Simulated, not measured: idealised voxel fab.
Process module under the name voxel transistor to metal
We display cut, a cross-section 190 nm in width whose square cells are each 5 nm.
Notation: cross-section as square-cell grid; stated in bands, top first, going down; one or more cell rows per band.
A band entry consists of two parts. The first gives the height of the band's top and the height of its bottom, in nm. The rest lists the band's materials from left to right, each with its width in nm. A single material labelled with the word "throughout" fills the band from edge to edge, and the word "empty" marks empty space.
The reference from which all heights are counted is 0, the level beneath which the as-received wafer is entirely one material; the lowest band, having no lower bound, proceeds downward and is written after the example "0 down".
Graded width ("30..40"): value in top row of band = first number; value in bottom row = second number; row-to-row change constant.
What does "nothing changed" mean for a step? It means no cell of the cross-section changed in that step.
Closed empty spaces (no open way to the top) of 8 cells or more are what "Enclosed void list" lists, each as width x height at distance from the left edge, nm for all three.
Anything after a step's settings on that line? It's the simulator's own note about the step.
"overlay nm", when on a step's line for a step with a mask, measures how far to the right of its planned place the mask lay; a negative measure means to the left.
From here on the document is pairs. In a pair, the cross-section before one process step comes with the cross-section after it, and the latter goes no deeper than the lowest band that changed. What lies in between, the step and its settings, is written under the pair. A pair may be from a different run of this module on the same starting wafer than the pair above it, so it continues from that pair only where its entry headed "Status quo ante" says so.
**Status quo ante**
  30 to 25  60 empty / 30 TiN / 5 empty / 30 TiN / 65 empty
  25 to 20  65 TiN / 20 HfO2 / 5 TiN / 5 empty / 5 TiN / 20 HfO2 / 70 TiN
  20 to 15  70 HfO2 / 10 SiN / 5 HfO2 / 5 TiN / 5 empty / 5 TiN / 5 HfO2 / 10 SiN / 75 HfO2
  15 to 5  70 SiO2 / 10 SiN / 5 HfO2 / 5 TiN / 5 empty / 5 TiN / 5 HfO2 / 10 SiN / 75 SiO2
  5 to 0  70 SiO2 / 10 SiN / 5 HfO2 / 15 TiN / 5 HfO2 / 10 SiN / 75 SiO2
  0 to -5  30 SiO2 / 40 nSi / 5 SiO2 / 35 HfO2 / 5 SiO2 / 40 nSi / 35 SiO2
  -5 to -35  35 SiO2 / 115 Si / 40 SiO2
  -35 down  Si throughout
  Enclosed void list: none
**Structure After Step**
  35 to 30  W throughout
  30 to 25  60 W / 30 TiN / 5 W / 30 TiN / 65 W
  25 to 20  65 TiN / 20 HfO2 / 5 TiN / 5 W / 5 TiN / 20 HfO2 / 70 TiN
  20 to 15  70 HfO2 / 10 SiN / 5 HfO2 / 5 TiN / 5 W / 5 TiN / 5 HfO2 / 10 SiN / 75 HfO2
  15 to 5  70 SiO2 / 10 SiN / 5 HfO2 / 5 TiN / 5 W / 5 TiN / 5 HfO2 / 10 SiN / 75 SiO2
  Beneath the level 5, the cross-section is identical to its previous state.
  Enclosed void list: none
In between the before and after cross-sections above, the step is FILL_DEP, material W, thk nm 5
Status quo ante: see preceding pair, after cross-section.
**Structure After Step**
  20 to 15  70 HfO2 / 10 SiN / 5 HfO2 / 5 TiN / 5 W / 5 TiN / 5 HfO2 / 10 SiN / 75 HfO2
  Beneath the level 15, the cross-section is identical to its previous state.
  Enclosed void list: none
In between the before and after cross-sections above, the step is CMP, height nm 20
Status quo ante: see preceding pair, after cross-section.
**Structure After Step**
  30 to 20  SiO2 throughout
  Beneath the level 20, the cross-section is identical to its previous state.
  Enclosed void list: none
In between the before and after cross-sections above, the step is DIRECTIONAL_DEP, material SiO2, thk nm 10
Status quo ante: see preceding pair, after cross-section.
**Structure After Step**
  50 to 30  45 resist / 20 empty / 55 resist / 20 empty / 50 resist
  Beneath the level 30, the cross-section is identical to its previous state.
  Enclosed void list: none
In between the before and after cross-sections above, the step is PATTERN, tone open, mask id CONTACT, material resist, width nm 20, pitch nm 75, thk nm 20, overlay nm 0
Status quo ante: see preceding pair, after cross-section.
**Structure After Step**
  50 to 30  45 resist / 20 empty / 55 resist / 20 empty / 50 resist
  30 to 20  45 SiO2 / 20 empty / 55 SiO2 / 20 empty / 50 SiO2
  Beneath the level 20, the cross-section is identical to its previous state.
  Enclosed void list: none
In between the before and after cross-sections above, the step is DIRECTIONAL_ETCH, etch materials SiO2, depth nm 30
Status quo ante: see preceding pair, after cross-section.
**Structure After Step**
  30 to 20  45 SiO2 / 20 empty / 55 SiO2 / 20 empty / 50 SiO2
  Beneath the level 20, the cross-section is identical to its previous state.
  Enclosed void list: none
In between the before and after cross-sections above, the step is STRIP, etch materials resist
Status quo ante: see preceding pair, after cross-section.
**Structure After Step**
  35 to 30  50 TiN / 10 empty / 65 TiN / 10 empty / 55 TiN
  30 to 25  45 SiO2 / 5 TiN / 10 empty / 5 TiN / 55 SiO2 / 5 TiN / 10 empty / 5 TiN / 50 SiO2
  25 to 20  45 SiO2 / 20 TiN / 55 SiO2 / 20 TiN / 50 SiO2
  Beneath the level 20, the cross-section is identical to its previous state.
  Enclosed void list: none
In between the before and after cross-sections above, the step is CONFORMAL_DEP, material TiN, thk nm 5
Status quo ante: see preceding pair, after cross-section.
**Structure After Step**
  45 to 35  W throughout
  35 to 30  50 TiN / 10 W / 65 TiN / 10 W / 55 TiN
  30 to 25  45 SiO2 / 5 TiN / 10 W / 5 TiN / 55 SiO2 / 5 TiN / 10 W / 5 TiN / 50 SiO2
  Beneath the level 25, the cross-section is identical to its previous state.
  Enclosed void list: none
In between the before and after cross-sections above, the step is FILL_DEP, material W, thk nm 10
Status quo ante: see preceding pair, after cross-section.
**Structure After Step**
  30 to 25  45 SiO2 / 5 TiN / 10 W / 5 TiN / 55 SiO2 / 5 TiN / 10 W / 5 TiN / 50 SiO2
  Beneath the level 25, the cross-section is identical to its previous state.
  Enclosed void list: none
In between the before and after cross-sections above, the step is CMP, height nm 30
Status quo ante: see preceding pair, after cross-section.
**Structure After Step**
  35 to 30  TiN throughout
  Beneath the level 30, the cross-section is identical to its previous state.
  Enclosed void list: none
In between the before and after cross-sections above, the step is DIRECTIONAL_DEP, material TiN, thk nm 5
Status quo ante: see preceding pair, after cross-section.
**Structure After Step**
  50 to 35  Ru throughout
  Beneath the level 35, the cross-section is identical to its previous state.
  Enclosed void list: none
In between the before and after cross-sections above, the step is DIRECTIONAL_DEP, material Ru, thk nm 15
Status quo ante: see preceding pair, after cross-section.
**Structure After Step**
  65 to 50  45 empty / 20 resist / 55 empty / 20 resist / 50 empty
  Beneath the level 50, the cross-section is identical to its previous state.
  Enclosed void list: none
In between the before and after cross-sections above, the step is PATTERN, tone cover, mask id METAL_1, material resist, width nm 20, pitch nm 75, thk nm 15, overlay nm 0
Status quo ante: see preceding pair, after cross-section.
**Structure After Step**
  65 to 50  45 empty / 20 resist / 55 empty / 20 resist / 50 empty
  50 to 35  45 empty / 20 Ru / 55 empty / 20 Ru / 50 empty
  Beneath the level 35, the cross-section is identical to its previous state.
  Enclosed void list: none
In between the before and after cross-sections above, the step is DIRECTIONAL_ETCH, etch materials Ru, depth nm 15
Status quo ante: see preceding pair, after cross-section.
**Structure After Step**
  65 to 50  45 empty / 20 resist / 55 empty / 20 resist / 50 empty
  50 to 35  45 empty / 20 Ru / 55 empty / 20 Ru / 50 empty
  35 to 30  45 empty / 20 TiN / 55 empty / 20 TiN / 50 empty
  Beneath the level 30, the cross-section is identical to its previous state.
  Enclosed void list: none
In between the before and after cross-sections above, the step is DIRECTIONAL_ETCH, etch materials TiN, depth nm 5
Status quo ante: see preceding pair, after cross-section.
**Structure After Step**
  50 to 35  45 empty / 20 Ru / 55 empty / 20 Ru / 50 empty
  Beneath the level 35, the cross-section is identical to its previous state.
  Enclosed void list: none
In between the before and after cross-sections above, the step is STRIP, etch materials resist
Status quo ante: see preceding pair, after cross-section.
**Structure After Step**
  55 to 50  40 empty / 30 SiN / 45 empty / 30 SiN / 45 empty
  50 to 35  40 empty / 5 SiN / 20 Ru / 5 SiN / 45 empty / 5 SiN / 20 Ru / 5 SiN / 45 empty
  35 to 30  45 SiN / 20 TiN / 55 SiN / 20 TiN / 50 SiN
  Beneath the level 30, the cross-section is identical to its previous state.
  Enclosed void list: none
In between the before and after cross-sections above, the step is CONFORMAL_DEP, material SiN, thk nm 5
Status quo ante: see preceding pair, after cross-section.
**Structure After Step**
  60 to 55  lowk throughout
  55 to 50  40 lowk / 30 SiN / 45 lowk / 30 SiN / 45 lowk
  50 to 35  40 lowk / 5 SiN / 20 Ru / 5 SiN / 45 lowk / 5 SiN / 20 Ru / 5 SiN / 45 lowk
  Beneath the level 35, the cross-section is identical to its previous state.
  Enclosed void list: none
In between the before and after cross-sections above, the step is FILL_DEP, material lowk, thk nm 5
Status quo ante: see preceding pair, after cross-section.
**Structure After Step**
  50 to 35  40 lowk / 5 SiN / 20 Ru / 5 SiN / 45 lowk / 5 SiN / 20 Ru / 5 SiN / 45 lowk
  Beneath the level 35, the cross-section is identical to its previous state.
  Enclosed void list: none
In between the before and after cross-sections above, the step is CMP, height nm 50
Status quo ante: see preceding pair, after cross-section.
**Structure After Step**
  55 to 50  SiN throughout
  Beneath the level 50, the cross-section is identical to its previous state.
  Enclosed void list: none
In between the before and after cross-sections above, the step is CONFORMAL_DEP, material SiN, thk nm 5
**Status quo ante**
  25 to 15  aC throughout
  15 to 5  SiN throughout
  5 to 0  SiO2 throughout
  0 down  Si throughout
  Enclosed void list: none
**Structure After Step**
  50 to 25  40 empty / 105 resist / 45 empty
  Beneath the level 25, the cross-section is identical to its previous state.
  Enclosed void list: none
In between the before and after cross-sections above, the step is PATTERN, tone cover, mask id ACTIVE, material resist, width nm 105, thk nm 25, overlay nm 0
Status quo ante: see preceding pair, after cross-section.
**Structure After Step**
  40 to 25  40 empty / 105 resist / 45 empty
  25 to 15  40 empty / 105 aC / 45 empty
  Beneath the level 15, the cross-section is identical to its previous state.
  Enclosed void list: none
In between the before and after cross-sections above, the step is DIRECTIONAL_ETCH, etch materials aC, depth nm 10
Status quo ante: see preceding pair, after cross-section.
**Structure After Step**
  25 to 15  40 empty / 105 aC / 45 empty
  Beneath the level 15, the cross-section is identical to its previous state.
  Enclosed void list: none
In between the before and after cross-sections above, the step is STRIP, etch materials resist
Status quo ante: see preceding pair, after cross-section.
**Structure After Step**
  25 to 15  40 empty / 105 aC / 45 empty
  15 to 5  40 empty / 105 SiN / 45 empty
  Beneath the level 5, the cross-section is identical to its previous state.
  Enclosed void list: none
In between the before and after cross-sections above, the step is DIRECTIONAL_ETCH, etch materials SiN, depth nm 10
Status quo ante: see preceding pair, after cross-section.
**Structure After Step**
  25 to 15  40 empty / 105 aC / 45 empty
  15 to 5  40 empty / 105 SiN / 45 empty
  5 to 0  40 empty / 105 SiO2 / 45 empty
  Beneath the level 0, the cross-section is identical to its previous state.
  Enclosed void list: none
In between the before and after cross-sections above, the step is DIRECTIONAL_ETCH, etch materials SiO2, depth nm 5
Status quo ante: see preceding pair, after cross-section.
**Structure After Step**
  25 to 15  40 empty / 105 aC / 45 empty
  15 to 5  40 empty / 105 SiN / 45 empty
  5 to 0  40 empty / 105 SiO2 / 45 empty
  0 to -35  40 empty / 105 Si / 45 empty
  Beneath the level -35, the cross-section is identical to its previous state.
  Enclosed void list: none
In between the before and after cross-sections above, the step is DIRECTIONAL_ETCH, etch materials Si, depth nm 35
Status quo ante: see preceding pair, after cross-section.
**Structure After Step**
  15 to 5  40 empty / 105 SiN / 45 empty
  Beneath the level 5, the cross-section is identical to its previous state.
  Enclosed void list: none
In between the before and after cross-sections above, the step is STRIP, etch materials aC
Status quo ante: see preceding pair, after cross-section.
**Structure After Step**
  20 to 15  SiO2 throughout
  15 to 5  40 SiO2 / 105 SiN / 45 SiO2
  5 to 0  SiO2 throughout
  0 to -35  40 SiO2 / 105 Si / 45 SiO2
  Beneath the level -35, the cross-section is identical to its previous state.
  Enclosed void list: none
In between the before and after cross-sections above, the step is FILL_DEP, material SiO2, thk nm 5
Status quo ante: see preceding pair, after cross-section.
**Structure After Step**
  15 to 5  40 SiO2 / 105 SiN / 45 SiO2
  Beneath the level 5, the cross-section is identical to its previous state.
  Enclosed void list: none
In between the before and after cross-sections above, the step is CMP, height nm 15
Status quo ante: see preceding pair, after cross-section.
**Structure After Step**
  15 to 5  40 empty / 105 SiN / 45 empty
  Beneath the level 5, the cross-section is identical to its previous state.
  Enclosed void list: none
In between the before and after cross-sections above, the step is SELECTIVE_ETCH, etch materials SiO2, depth nm 10
Status quo ante: see preceding pair, after cross-section.
**Structure After Step**
  5 to 0  SiO2 throughout
  Beneath the level 0, the cross-section is identical to its previous state.
  Enclosed void list: none
In between the before and after cross-sections above, the step is STRIP, etch materials SiN
Status quo ante: see preceding pair, after cross-section.
**Structure After Step**
  0 to -35  40 SiO2 / 105 Si / 45 SiO2
  Beneath the level -35, the cross-section is identical to its previous state.
  Enclosed void list: none
In between the before and after cross-sections above, the step is SELECTIVE_ETCH, etch materials SiO2, depth nm 5
Status quo ante: see preceding pair, after cross-section.
**Structure After Step**
  0 to -5  SiO2 throughout
  Beneath the level -5, the cross-section is identical to its previous state.
  Enclosed void list: none
In between the before and after cross-sections above, the step is OXIDIZE, depth nm 5
Status quo ante: see preceding pair, after cross-section.
**Structure After Step**
  25 to 0  polySi throughout
  Beneath the level 0, the cross-section is identical to its previous state.
  Enclosed void list: none
In between the before and after cross-sections above, the step is DIRECTIONAL_DEP, material polySi, thk nm 25
Status quo ante: see preceding pair, after cross-section.
**Structure After Step**
  35 to 25  SiCN throughout
  Beneath the level 25, the cross-section is identical to its previous state.
  Enclosed void list: none
In between the before and after cross-sections above, the step is DIRECTIONAL_DEP, material SiCN, thk nm 10
Status quo ante: see preceding pair, after cross-section.
**Structure After Step**
  35 to 25  80 empty / 25 SiCN / 85 empty
  Beneath the level 25, the cross-section is identical to its previous state.
  Enclosed void list: none
In between the before and after cross-sections above, the step is MASKED_ETCH, tone cover, mask id GATE, width nm 25, etch materials SiCN, depth nm 20, overlay nm 0
Status quo ante: see preceding pair, after cross-section.
**Structure After Step**
  35 to 25  80 empty / 25 SiCN / 85 empty
  25 to 0  80 empty / 25 polySi / 85 empty
  Beneath the level 0, the cross-section is identical to its previous state.
  Enclosed void list: none
In between the before and after cross-sections above, the step is MASKED_ETCH, tone cover, mask id GATE, width nm 25, etch materials polySi, depth nm 35, overlay nm 0
Status quo ante: see preceding pair, after cross-section.
**Structure After Step**
  45 to 35  70 empty / 45 SiN / 75 empty
  35 to 25  70 empty / 10 SiN / 25 SiCN / 10 SiN / 75 empty
  25 to 10  70 empty / 10 SiN / 25 polySi / 10 SiN / 75 empty
  10 to 0  80 SiN / 25 polySi / 85 SiN
  Beneath the level 0, the cross-section is identical to its previous state.
  Enclosed void list: none
In between the before and after cross-sections above, the step is CONFORMAL_DEP, material SiN, thk nm 10
Status quo ante: see preceding pair, after cross-section.
**Structure After Step**
  35 to 25  70 empty / 10 SiN / 25 SiCN / 10 SiN / 75 empty
  25 to 0  70 empty / 10 SiN / 25 polySi / 10 SiN / 75 empty
  Beneath the level 0, the cross-section is identical to its previous state.
  Enclosed void list: none
In between the before and after cross-sections above, the step is DIRECTIONAL_ETCH, etch materials SiN, depth nm 10
Status quo ante: see preceding pair, after cross-section.
**Structure After Step**
  35 to 25  70 empty / 10 SiN / 25 SiCN / 10 SiN / 75 empty
  25 to 0  70 empty / 10 SiN / 25 polySi / 10 SiN / 75 empty
  0 to -5  70 empty / 45 SiO2 / 75 empty
  Beneath the level -5, the cross-section is identical to its previous state.
  Enclosed void list: none
In between the before and after cross-sections above, the step is DIRECTIONAL_ETCH, etch materials SiO2, depth nm 5
Status quo ante: see preceding pair, after cross-section.
**Structure After Step**
  35 to 25  70 empty / 10 SiN / 25 SiCN / 10 SiN / 75 empty
  25 to 0  70 empty / 10 SiN / 25 polySi / 10 SiN / 75 empty
  0 to -5  35 empty / 35 nSi / 45 SiO2 / 35 nSi / 40 empty
  Beneath the level -5, the cross-section is identical to its previous state.
  Enclosed void list: none
In between the before and after cross-sections above, the step is EPI, material nSi, thk nm 5
Status quo ante: see preceding pair, after cross-section.
**Structure After Step**
  45 to 35  SiO2 throughout
  35 to 25  70 SiO2 / 10 SiN / 25 SiCN / 10 SiN / 75 SiO2
  25 to 0  70 SiO2 / 10 SiN / 25 polySi / 10 SiN / 75 SiO2
  0 to -5  35 SiO2 / 35 nSi / 45 SiO2 / 35 nSi / 40 SiO2
  Beneath the level -5, the cross-section is identical to its previous state.
  Enclosed void list: none
In between the before and after cross-sections above, the step is FILL_DEP, material SiO2, thk nm 10
Status quo ante: see preceding pair, after cross-section.
**Structure After Step**
  25 to 0  70 SiO2 / 10 SiN / 25 polySi / 10 SiN / 75 SiO2
  Beneath the level 0, the cross-section is identical to its previous state.
  Enclosed void list: none
In between the before and after cross-sections above, the step is CMP, height nm 25
Status quo ante: see preceding pair, after cross-section.
**Structure After Step**
  25 to 0  70 SiO2 / 10 SiN / 25 empty / 10 SiN / 75 SiO2
  Beneath the level 0, the cross-section is identical to its previous state.
  Enclosed void list: none
In between the before and after cross-sections above, the step is STRIP, etch materials polySi
Status quo ante: see preceding pair, after cross-section.
**Structure After Step**
  25 to 20  70 empty / 10 SiN / 25 empty / 10 SiN / 75 empty
  20 to 0  70 SiO2 / 10 SiN / 25 empty / 10 SiN / 75 SiO2
  0 to -5  35 SiO2 / 35 nSi / 5 SiO2 / 35 empty / 5 SiO2 / 35 nSi / 40 SiO2
  Beneath the level -5, the cross-section is identical to its previous state.
  Enclosed void list: none
In between the before and after cross-sections above, the step is SELECTIVE_ETCH, etch materials SiO2, depth nm 5
Status quo ante: see preceding pair, after cross-section.
**Structure After Step**
  30 to 25  65 empty / 20 HfO2 / 15 empty / 20 HfO2 / 70 empty
  25 to 20  70 HfO2 / 10 SiN / 5 HfO2 / 15 empty / 5 HfO2 / 10 SiN / 75 HfO2
  20 to 0  70 SiO2 / 10 SiN / 5 HfO2 / 15 empty / 5 HfO2 / 10 SiN / 75 SiO2
  0 to -5  35 SiO2 / 35 nSi / 5 SiO2 / 35 HfO2 / 5 SiO2 / 35 nSi / 40 SiO2
  Beneath the level -5, the cross-section is identical to its previous state.
  Enclosed void list: none
In between the before and after cross-sections above, the step is CONFORMAL_DEP, material HfO2, thk nm 5
Status quo ante: see preceding pair, after cross-section.
**Structure After Step**
  35 to 30  60 empty / 30 TiN / 5 empty / 30 TiN / 65 empty
  30 to 25  65 TiN / 20 HfO2 / 5 TiN / 5 empty / 5 TiN / 20 HfO2 / 70 TiN
  25 to 20  70 HfO2 / 10 SiN / 5 HfO2 / 5 TiN / 5 empty / 5 TiN / 5 HfO2 / 10 SiN / 75 HfO2
  20 to 5  70 SiO2 / 10 SiN / 5 HfO2 / 5 TiN / 5 empty / 5 TiN / 5 HfO2 / 10 SiN / 75 SiO2
  5 to 0  70 SiO2 / 10 SiN / 5 HfO2 / 15 TiN / 5 HfO2 / 10 SiN / 75 SiO2
  Beneath the level 0, the cross-section is identical to its previous state.
  Enclosed void list: none
In between the before and after cross-sections above, the step is CONFORMAL_DEP, material TiN, thk nm 5
Status quo ante: see preceding pair, after cross-section.
**Structure After Step**
  40 to 35  W throughout
  35 to 30  60 W / 30 TiN / 5 W / 30 TiN / 65 W
  30 to 25  65 TiN / 20 HfO2 / 5 TiN / 5 W / 5 TiN / 20 HfO2 / 70 TiN
  25 to 20  70 HfO2 / 10 SiN / 5 HfO2 / 5 TiN / 5 W / 5 TiN / 5 HfO2 / 10 SiN / 75 HfO2
  20 to 5  70 SiO2 / 10 SiN / 5 HfO2 / 5 TiN / 5 W / 5 TiN / 5 HfO2 / 10 SiN / 75 SiO2
  Beneath the level 5, the cross-section is identical to its previous state.
  Enclosed void list: none
In between the before and after cross-sections above, the step is FILL_DEP, material W, thk nm 5
Status quo ante: see preceding pair, after cross-section.
**Structure After Step**
  20 to 5  70 SiO2 / 10 SiN / 5 HfO2 / 5 TiN / 5 W / 5 TiN / 5 HfO2 / 10 SiN / 75 SiO2
  Beneath the level 5, the cross-section is identical to its previous state.
  Enclosed void list: none
In between the before and after cross-sections above, the step is CMP, height nm 20
Status quo ante: see preceding pair, after cross-section.
**Structure After Step**
  30 to 20  SiO2 throughout
  Beneath the level 20, the cross-section is identical to its previous state.
  Enclosed void list: none
In between the before and after cross-sections above, the step is DIRECTIONAL_DEP, material SiO2, thk nm 10
Status quo ante: see preceding pair, after cross-section.
**Structure After Step**
  50 to 30  45 resist / 20 empty / 55 resist / 20 empty / 50 resist
  Beneath the level 30, the cross-section is identical to its previous state.
  Enclosed void list: none
In between the before and after cross-sections above, the step is PATTERN, tone open, mask id CONTACT, material resist, width nm 20, pitch nm 75, thk nm 20, overlay nm 0
Status quo ante: see preceding pair, after cross-section.
**Structure After Step**
  50 to 30  45 resist / 20 empty / 55 resist / 20 empty / 50 resist
  30 to 20  45 SiO2 / 20 empty / 55 SiO2 / 20 empty / 50 SiO2
  20 to 5  45 SiO2 / 20 empty / 5 SiO2 / 10 SiN / 5 HfO2 / 5 TiN / 5 W / 5 TiN / 5 HfO2 / 10 SiN / 5 SiO2 / 20 empty / 50 SiO2
  5 to 0  45 SiO2 / 20 empty / 5 SiO2 / 10 SiN / 5 HfO2 / 15 TiN / 5 HfO2 / 10 SiN / 5 SiO2 / 20 empty / 50 SiO2
  Beneath the level 0, the cross-section is identical to its previous state.
  Enclosed void list: none
In between the before and after cross-sections above, the step is DIRECTIONAL_ETCH, etch materials SiO2, depth nm 30
Status quo ante: see preceding pair, after cross-section.
**Structure After Step**
  30 to 20  45 SiO2 / 20 empty / 55 SiO2 / 20 empty / 50 SiO2
  Beneath the level 20, the cross-section is identical to its previous state.
  Enclosed void list: none
In between the before and after cross-sections above, the step is STRIP, etch materials resist
Status quo ante: see preceding pair, after cross-section.
**Structure After Step**
  35 to 30  50 TiN / 10 empty / 65 TiN / 10 empty / 55 TiN
  30 to 20  45 SiO2 / 5 TiN / 10 empty / 5 TiN / 55 SiO2 / 5 TiN / 10 empty / 5 TiN / 50 SiO2
  20 to 5  45 SiO2 / 5 TiN / 10 empty / 5 TiN / 5 SiO2 / 10 SiN / 5 HfO2 / 5 TiN / 5 W / 5 TiN / 5 HfO2 / 10 SiN / 5 SiO2 / 5 TiN / 10 empty / 5 TiN / 50 SiO2
  5 to 0  45 SiO2 / 20 TiN / 5 SiO2 / 10 SiN / 5 HfO2 / 15 TiN / 5 HfO2 / 10 SiN / 5 SiO2 / 20 TiN / 50 SiO2
  Beneath the level 0, the cross-section is identical to its previous state.
  Enclosed void list: none
In between the before and after cross-sections above, the step is CONFORMAL_DEP, material TiN, thk nm 5
Status quo ante: see preceding pair, after cross-section.
**Structure After Step**
  45 to 35  W throughout
  35 to 30  50 TiN / 10 W / 65 TiN / 10 W / 55 TiN
  30 to 20  45 SiO2 / 5 TiN / 10 W / 5 TiN / 55 SiO2 / 5 TiN / 10 W / 5 TiN / 50 SiO2
  20 to 5  45 SiO2 / 5 TiN / 10 W / 5 TiN / 5 SiO2 / 10 SiN / 5 HfO2 / 5 TiN / 5 W / 5 TiN / 5 HfO2 / 10 SiN / 5 SiO2 / 5 TiN / 10 W / 5 TiN / 50 SiO2
  Beneath the level 5, the cross-section is identical to its previous state.
  Enclosed void list: none
In between the before and after cross-sections above, the step is FILL_DEP, material W, thk nm 10
Status quo ante: see preceding pair, after cross-section.
**Structure After Step**
  30 to 20  45 SiO2 / 5 TiN / 10 W / 5 TiN / 55 SiO2 / 5 TiN / 10 W / 5 TiN / 50 SiO2
  Beneath the level 20, the cross-section is identical to its previous state.
  Enclosed void list: none
In between the before and after cross-sections above, the step is CMP, height nm 30
Status quo ante: see preceding pair, after cross-section.
**Structure After Step**
  35 to 30  TiN throughout
  Beneath the level 30, the cross-section is identical to its previous state.
  Enclosed void list: none
In between the before and after cross-sections above, the step is DIRECTIONAL_DEP, material TiN, thk nm 5
Status quo ante: see preceding pair, after cross-section.
**Structure After Step**
  50 to 35  Ru throughout
  Beneath the level 35, the cross-section is identical to its previous state.
  Enclosed void list: none
In between the before and after cross-sections above, the step is DIRECTIONAL_DEP, material Ru, thk nm 15
Status quo ante: see preceding pair, after cross-section.
**Structure After Step**
  65 to 50  45 empty / 20 resist / 55 empty / 20 resist / 50 empty
  Beneath the level 50, the cross-section is identical to its previous state.
  Enclosed void list: none
In between the before and after cross-sections above, the step is PATTERN, tone cover, mask id METAL_1, material resist, width nm 20, pitch nm 75, thk nm 15, overlay nm 0
Status quo ante: see preceding pair, after cross-section.
**Structure After Step**
  65 to 50  45 empty / 20 resist / 55 empty / 20 resist / 50 empty
  50 to 35  45 empty / 20 Ru / 55 empty / 20 Ru / 50 empty
  Beneath the level 35, the cross-section is identical to its previous state.
  Enclosed void list: none
In between the before and after cross-sections above, the step is DIRECTIONAL_ETCH, etch materials Ru, depth nm 15
Status quo ante: see preceding pair, after cross-section.
**Structure After Step**
  65 to 50  45 empty / 20 resist / 55 empty / 20 resist / 50 empty
  50 to 35  45 empty / 20 Ru / 55 empty / 20 Ru / 50 empty
  35 to 30  45 empty / 20 TiN / 55 empty / 20 TiN / 50 empty
  Beneath the level 30, the cross-section is identical to its previous state.
  Enclosed void list: none
In between the before and after cross-sections above, the step is DIRECTIONAL_ETCH, etch materials TiN, depth nm 5
Status quo ante: see preceding pair, after cross-section.
**Structure After Step**
  50 to 35  45 empty / 20 Ru / 55 empty / 20 Ru / 50 empty
  Beneath the level 35, the cross-section is identical to its previous state.
  Enclosed void list: none
In between the before and after cross-sections above, the step is STRIP, etch materials resist
Status quo ante: see preceding pair, after cross-section.
**Structure After Step**
  55 to 50  40 empty / 30 SiN / 45 empty / 30 SiN / 45 empty
  50 to 35  40 empty / 5 SiN / 20 Ru / 5 SiN / 45 empty / 5 SiN / 20 Ru / 5 SiN / 45 empty
  35 to 30  45 SiN / 20 TiN / 55 SiN / 20 TiN / 50 SiN
  Beneath the level 30, the cross-section is identical to its previous state.
  Enclosed void list: none
In between the before and after cross-sections above, the step is CONFORMAL_DEP, material SiN, thk nm 5
Status quo ante: see preceding pair, after cross-section.
**Structure After Step**
  60 to 55  lowk throughout
  55 to 50  40 lowk / 30 SiN / 45 lowk / 30 SiN / 45 lowk
  50 to 35  40 lowk / 5 SiN / 20 Ru / 5 SiN / 45 lowk / 5 SiN / 20 Ru / 5 SiN / 45 lowk
  Beneath the level 35, the cross-section is identical to its previous state.
  Enclosed void list: none
In between the before and after cross-sections above, the step is FILL_DEP, material lowk, thk nm 5
Status quo ante: see preceding pair, after cross-section.
**Structure After Step**
  50 to 35  40 lowk / 5 SiN / 20 Ru / 5 SiN / 45 lowk / 5 SiN / 20 Ru / 5 SiN / 45 lowk
  Beneath the level 35, the cross-section is identical to its previous state.
  Enclosed void list: none
In between the before and after cross-sections above, the step is CMP, height nm 50
Status quo ante: see preceding pair, after cross-section.
**Structure After Step**
  55 to 50  SiN throughout
  Beneath the level 50, the cross-section is identical to its previous state.
  Enclosed void list: none
In between the before and after cross-sections above, the step is CONFORMAL_DEP, material SiN, thk nm 5
**Status quo ante**
  25 to 15  aC throughout
  15 to 5  SiN throughout
  5 to 0  SiO2 throughout
  0 down  Si throughout
  Enclosed void list: none
**Structure After Step**
  50 to 25  45 empty / 115 resist / 30 empty
  Beneath the level 25, the cross-section is identical to its previous state.
  Enclosed void list: none
In between the before and after cross-sections above, the step is PATTERN, tone cover, mask id ACTIVE, material resist, width nm 115, thk nm 25, overlay nm 10
Status quo ante: see preceding pair, after cross-section.
**Structure After Step**
  40 to 25  45 empty / 115 resist / 30 empty
  25 to 15  45 empty / 115 aC / 30 empty
  Beneath the level 15, the cross-section is identical to its previous state.
  Enclosed void list: none
In between the before and after cross-sections above, the step is DIRECTIONAL_ETCH, etch materials aC, depth nm 10
Status quo ante: see preceding pair, after cross-section.
**Structure After Step**
  25 to 15  45 empty / 115 aC / 30 empty
  Beneath the level 15, the cross-section is identical to its previous state.
  Enclosed void list: none
In between the before and after cross-sections above, the step is STRIP, etch materials resist
Status quo ante: see preceding pair, after cross-section.
**Structure After Step**
  25 to 15  45 empty / 115 aC / 30 empty
  15 to 5  45 empty / 115 SiN / 30 empty
  Beneath the level 5, the cross-section is identical to its previous state.
  Enclosed void list: none
In between the before and after cross-sections above, the step is DIRECTIONAL_ETCH, etch materials SiN, depth nm 10
Status quo ante: see preceding pair, after cross-section.
**Structure After Step**
  25 to 15  45 empty / 115 aC / 30 empty
  15 to 5  45 empty / 115 SiN / 30 empty
  5 to 0  45 empty / 115 SiO2 / 30 empty
  Beneath the level 0, the cross-section is identical to its previous state.
  Enclosed void list: none
In between the before and after cross-sections above, the step is DIRECTIONAL_ETCH, etch materials SiO2, depth nm 5
Status quo ante: see preceding pair, after cross-section.
**Structure After Step**
  25 to 15  45 empty / 115 aC / 30 empty
  15 to 5  45 empty / 115 SiN / 30 empty
  5 to 0  45 empty / 115 SiO2 / 30 empty
  0 to -35  45 empty / 115 Si / 30 empty
  Beneath the level -35, the cross-section is identical to its previous state.
  Enclosed void list: none
In between the before and after cross-sections above, the step is DIRECTIONAL_ETCH, etch materials Si, depth nm 35
Status quo ante: see preceding pair, after cross-section.
**Structure After Step**
  15 to 5  45 empty / 115 SiN / 30 empty
  Beneath the level 5, the cross-section is identical to its previous state.
  Enclosed void list: none
In between the before and after cross-sections above, the step is STRIP, etch materials aC
Status quo ante: see preceding pair, after cross-section.
**Structure After Step**
  20 to 15  SiO2 throughout
  15 to 5  45 SiO2 / 115 SiN / 30 SiO2
  5 to 0  SiO2 throughout
  0 to -35  45 SiO2 / 115 Si / 30 SiO2
  Beneath the level -35, the cross-section is identical to its previous state.
  Enclosed void list: none
In between the before and after cross-sections above, the step is FILL_DEP, material SiO2, thk nm 5
Status quo ante: see preceding pair, after cross-section.
**Structure After Step**
  15 to 5  45 SiO2 / 115 SiN / 30 SiO2
  Beneath the level 5, the cross-section is identical to its previous state.
  Enclosed void list: none
In between the before and after cross-sections above, the step is CMP, height nm 15
Status quo ante: see preceding pair, after cross-section.
**Structure After Step**
  15 to 5  45 empty / 115 SiN / 30 empty
  Beneath the level 5, the cross-section is identical to its previous state.
  Enclosed void list: none
In between the before and after cross-sections above, the step is SELECTIVE_ETCH, etch materials SiO2, depth nm 10
Status quo ante: see preceding pair, after cross-section.
**Structure After Step**
  5 to 0  SiO2 throughout
  Beneath the level 0, the cross-section is identical to its previous state.
  Enclosed void list: none
In between the before and after cross-sections above, the step is STRIP, etch materials SiN
